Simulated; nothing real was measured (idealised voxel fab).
You're looking at the process module voxel wiring stack.
Cross-section cut spans 170 nm and uses square cells 5 nm in size.
This document writes a cross-section as a grid whose cells are square, and gives it as bands, listed from the top down; one or more rows of cells form a band. Band: top height; bottom height; in nm. Then, left to right: material with width in nm, for each material. "throughout": a single material spanning edge to edge. "air": empty space. Note: height 0 marks the level under which the wafer is uniformly one material as received. Lowest band unbounded below, written "0 and below". With a width like "30->40", each row of cells in the band differs from the next by the same amount, the top row carrying the first number and the bottom row the second. "left unchanged" means the step left every cell of the cross-section as it was. In "Enclosed cavities" the enclosed voids are listed, meaning empty spaces of 8 cells or larger without any opening to the top. The form is width x height at distance, distance from the left edge, units nm. Where a step's line continues beyond its settings, the continuation is a remark by the simulator itself on that step. For masked steps, "overlay nm" on the step line gives how far right of plan the mask actually lay; a minus sign means it lay to the left.
Below is the list of planned process steps:
| 1 | op RECEIVE | material Si |
| 2 | op CONFORMAL_DEP | material SiO2 | thk nm 15 |
| 3 | op DIRECTIONAL_DEP | material TiN | thk nm 5 |
| 4 | op DIRECTIONAL_DEP | material Ru | thk nm 15 |
| 5 | op PATTERN | tone cover | mask id METAL_1 | material resist | width nm 25 | pitch nm 40 | thk nm 15 | overlay nm 0 |
| 6 | op DIRECTIONAL_ETCH | etch materials Ru | depth nm 15 |
| 7 | op DIRECTIONAL_ETCH | etch materials TiN | depth nm 5 |
| 8 | op STRIP | etch materials resist |
| 9 | op CONFORMAL_DEP | material SiCN | thk nm 5 |
| 10 | op FILL_DEP | material lowk | thk nm 10 |
| 11 | op CMP | height nm 35 |
| 12 | op CONFORMAL_DEP | material SiCN | thk nm 5 |
| 13 | op DIRECTIONAL_DEP | material lowk | thk nm 10 |
| 14 | op PATTERN | tone open | mask id PLUG_1 | material resist | width nm 15 | thk nm 20 | overlay nm 0 |
| 15 | op DIRECTIONAL_ETCH | etch materials lowk | depth nm 10 |
| 16 | op DIRECTIONAL_ETCH | etch materials SiCN | depth nm 5 |
| 17 | op STRIP | etch materials resist |
| 18 | op CONFORMAL_DEP | material TiN | thk nm 5 |
| 19 | op FILL_DEP | material W | thk nm 10 |
| 20 | op CMP | height nm 50 |
| 21 | op DIRECTIONAL_DEP | material TiN | thk nm 5 |
| 22 | op DIRECTIONAL_DEP | material Ru | thk nm 25 |
| 23 | op DIRECTIONAL_DEP | material aC | thk nm 15 |
| 24 | op PATTERN | tone cover | mask id METAL_2 | material resist | width nm 25 | pitch nm 40 | thk nm 30 | overlay nm 0 |
| 25 | op DIRECTIONAL_ETCH | etch materials aC | depth nm 15 |
| 26 | op STRIP | etch materials resist |
| 27 | op DIRECTIONAL_ETCH | etch materials Ru | depth nm 25 |
| 28 | op DIRECTIONAL_ETCH | etch materials TiN | depth nm 5 |
| 29 | op STRIP | etch materials aC |
| 30 | op FILL_DEP | material lowk | thk nm 5 |
| 31 | op CMP | height nm 80 |
| 32 | op CONFORMAL_DEP | material SiCN | thk nm 5 |
| 33 | op DIRECTIONAL_DEP | material SiO2 | thk nm 25 |
| 34 | op PATTERN | tone open | mask id METAL_3_HOLES | material resist | width nm 15 | thk nm 15 | overlay nm 0 |
| 35 | op DIRECTIONAL_ETCH | etch materials SiO2 | depth nm 25 |
| 36 | op STRIP | etch materials resist |
| 37 | op PATTERN | tone open | mask id METAL_3 | material resist | width nm 25 | pitch nm 40 | thk nm 15 | overlay nm 0 |
| 38 | op DIRECTIONAL_ETCH | etch materials SiO2 | depth nm 15 |
| 39 | op DIRECTIONAL_ETCH | etch materials SiCN | depth nm 5 |
| 40 | op STRIP | etch materials resist |
| 41 | op CONFORMAL_DEP | material TiN | thk nm 5 |
| 42 | op FILL_DEP | material Cu | thk nm 10 |
| 43 | op CMP | height nm 110 |
| 44 | op CONFORMAL_DEP | material SiN | thk nm 5 |
As-received state of the wafer in cross-section, equivalent to post-step 1:
- 0 and below  Si throughout
- Enclosed cavities: none
Looking at the first of two wafers in cross-section at end of module - ran to plan:
- 115 down to 110  SiN throughout
- 110 down to 100  SiO2=50 | TiN=5 | Cu=15 | TiN=5 | SiO2=15 | TiN=5 | Cu=15 | TiN=5 | SiO2=55
- 100 down to 95  SiO2=50 | TiN=5 | Cu=5 | TiN=15 | SiO2=15 | TiN=25 | SiO2=55
- 95 down to 85  SiO2=50 | TiN=5 | Cu=5 | TiN=5 | SiO2=105
- 85 down to 80  SiCN=50 | TiN=15 | SiCN=105
- 80 down to 55  lowk=50 | Ru=25 | lowk=15 | Ru=25 | lowk=55
- 55 down to 50  lowk=50 | TiN=25 | lowk=15 | TiN=25 | lowk=55
- 50 down to 40  lowk=50 | TiN=5 | W=5 | TiN=5 | lowk=105
- 40 down to 35  SiCN=50 | TiN=15 | SiCN=105
- 35 down to 20  lowk=45 | SiCN=5 | Ru=25 | SiCN=5 | lowk=5 | SiCN=5 | Ru=25 | SiCN=5 | lowk=50
- 20 down to 15  SiCN=50 | TiN=25 | SiCN=15 | TiN=25 | SiCN=55
- 15 down to 0  SiO2 throughout
- 0 and below  Si throughout
- Enclosed cavities: none
Wafer two (of two), end-of-module cross-section: start = wafer one, plan = wafer one, one run mistake:
- 115 down to 110  SiN throughout
- 110 down to 100  SiO2=50 | TiN=5 | Cu=15 | TiN=5 | SiO2=15 | TiN=5 | Cu=15 | TiN=5 | SiO2=55
- 100 down to 95  SiO2=50 | TiN=5 | Cu=5 | TiN=15 | SiO2=15 | TiN=25 | SiO2=55
- 95 down to 85  SiO2=50 | TiN=5 | Cu=5 | TiN=5 | SiO2=105
- 85 down to 80  SiCN=50 | TiN=15 | SiCN=105
- 80 down to 55  lowk=55 | Ru=20 | lowk=20 | Ru=20 | lowk=55
- 55 down to 50  lowk=55 | TiN=20 | lowk=20 | TiN=20 | lowk=55
- 50 down to 40  lowk=50 | TiN=5 | W=5 | TiN=5 | lowk=105
- 40 down to 35  SiCN=50 | TiN=15 | SiCN=105
- 35 down to 20  lowk=45 | SiCN=5 | Ru=25 | SiCN=5 | lowk=5 | SiCN=5 | Ru=25 | SiCN=5 | lowk=50
- 20 down to 15  SiCN=50 | TiN=25 | SiCN=15 | TiN=25 | SiCN=55
- 15 down to 0  SiO2 throughout
- 0 and below  Si throughout
- Enclosed cavities: none
Deviation noted in wafer processing: for step 24, the planned setting was not used; the step was instead run as op PATTERN | tone cover | mask id METAL_2 | material resist | width nm 20 | pitch nm 40 | thk nm 30 | overlay nm 0
Heads up, by the end the second wafer has more or fewer cells of some materials compared to the first: 10 fewer of Ru, 2 fewer of TiN, 12 more of lowk
